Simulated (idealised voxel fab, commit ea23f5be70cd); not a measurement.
Presented below is a process module, voxel self aligned contacts.
Cross-section cut spans 245 nm and uses square cells 5 nm in size.
We lay out every cross-section as a grid of square cells and spell it out in bands from the top down, where one band means one or more rows of cells.
The band entry comprises the height of the band's top followed by the height of its bottom, expressed in nm, and subsequently the band's materials from left to right, each stated together with its width in nm. Where a single material is marked with the word "all across", that material fills the band from edge to edge. The word "air" represents empty space.
Height datum 0, below which the as-received substrate wafer is one material. Lowest band open at the bottom, running downward: "0 nm and below".
You'd read "30 to 40" like this: the band's top row of cells is as wide as the first number, its bottom row is as wide as the second, and going down, every row changes width by the same amount as the row before did.
"all unchanged" after a step means that no cell of the cross-section changed.
Each empty space that has no open way to the top and spans at least 8 cells appears under "Enclosed empty spaces" as width x height at distance, the distance counted from the left edge, all in nm.
It should be noted that, on the line of a given step, the content following the step's settings is a remark produced by the simulator itself with respect to that step.
The "overlay nm" setting may appear on a step's line; for a step that uses a mask, it gives how far to the right of its planned position the mask lay, and a negative value indicates the left.

**Planned step list for the process**
1,RECEIVE,material Si
2,OXIDIZE,depth nm 5
3,DIRECTIONAL_DEP,material polySi,thk nm 30
4,DIRECTIONAL_DEP,material SiN,thk nm 15
5,DIRECTIONAL_DEP,material aC,thk nm 10
6,PATTERN,tone cover,mask id GATE,material resist,width nm 25,pitch nm 65,thk nm 25,overlay nm 0
7,DIRECTIONAL_ETCH,etch materials aC,depth nm 10
8,STRIP,etch materials resist
9,DIRECTIONAL_ETCH,etch materials SiN,depth nm 25
10,DIRECTIONAL_ETCH,etch materials polySi,depth nm 30
11,STRIP,etch materials aC
12,CONFORMAL_DEP,material SiN,thk nm 10
13,DIRECTIONAL_ETCH,etch materials SiN,depth nm 10
14,FILL_DEP,material SiO2,thk nm 20
15,CMP,height nm 65
16,PATTERN,tone open,mask id CONTACT,material resist,width nm 50,thk nm 15,overlay nm 0
17,DIRECTIONAL_ETCH,etch materials SiO2,depth nm 70
18,STRIP,etch materials resist
19,CONFORMAL_DEP,material TiN,thk nm 5
20,FILL_DEP,material W,thk nm 5
21,CMP,height nm 65
22,CONFORMAL_DEP,material SiN,thk nm 5
It is noted that the wafers described herein are identical at the outset and are distinguished by the thk nm of step 4; the value stated in the plan corresponds to the first wafer.

**Cross-section: the first of several wafers in its as-received state, i.e. following step 1**
* 0 nm and below = Si all across
* Enclosed empty spaces: none

**First wafer of several, cross-section, module end, after step 22 (last)**
* 70 nm to 65 nm = SiN all across
* 65 nm to 50 nm = SiO2: 95 / TiN: 5 / W: 40 / TiN: 5 / SiO2: 100
* 50 nm to 45 nm = SiO2: 95 / TiN: 20 / W: 10 / TiN: 20 / SiO2: 100
* 45 nm to 30 nm = SiO2: 65 / SiN: 45 / TiN: 5 / W: 10 / TiN: 5 / SiN: 45 / SiO2: 70
* 30 nm to 0 nm = SiO2: 65 / SiN: 10 / polySi: 25 / SiN: 10 / TiN: 5 / W: 10 / TiN: 5 / SiN: 10 / polySi: 25 / SiN: 10 / SiO2: 70
* 0 nm to -5 nm = SiO2: 110 / TiN: 20 / SiO2: 115
* -5 nm and below = Si all across
* Enclosed empty spaces: none

**Last-wafer cross-section at the end of the module**
* 70 nm to 65 nm = SiN all across
* 65 nm to 50 nm = SiO2: 65 / SiN: 45 / TiN: 5 / W: 10 / TiN: 5 / SiN: 45 / SiO2: 70
* 50 nm to 45 nm = SiO2: 65 / SiN: 45 / TiN: 20 / SiN: 45 / SiO2: 70
* 45 nm to 30 nm = SiN all across
* 30 nm to 0 nm = polySi all across
* 0 nm to -5 nm = SiO2 all across
* -5 nm and below = Si all across
* Enclosed empty spaces: none

**Every row in this table is a wafer at the end of the module, and it gives, for each of the materials, the cells that wafer has gained (+) or lost (-) since it was received, then its closed voids**
thk nm 15, -49 Si, +151 SiN, +444 SiO2, +36 TiN, +44 W, +60 polySi, Enclosed empty spaces: none
thk nm 20, -49 Si, +169 SiN, +432 SiO2, +36 TiN, +38 W, +60 polySi, Enclosed empty spaces: none
thk nm 25, -49 Si, +187 SiN, +420 SiO2, +36 TiN, +32 W, +60 polySi, Enclosed empty spaces: none
thk nm 30, -49 Si, +188 SiN, +223 SiO2, +20 TiN, +10 W, +294 polySi, Enclosed empty spaces: none
thk nm 35, -49 Si, +237 SiN, +184 SiO2, +12 TiN, +8 W, +294 polySi, Enclosed empty spaces: none
thk nm 40, -49 Si, +268 SiN, +157 SiO2, +10 TiN, +6 W, +294 polySi, Enclosed empty spaces: none
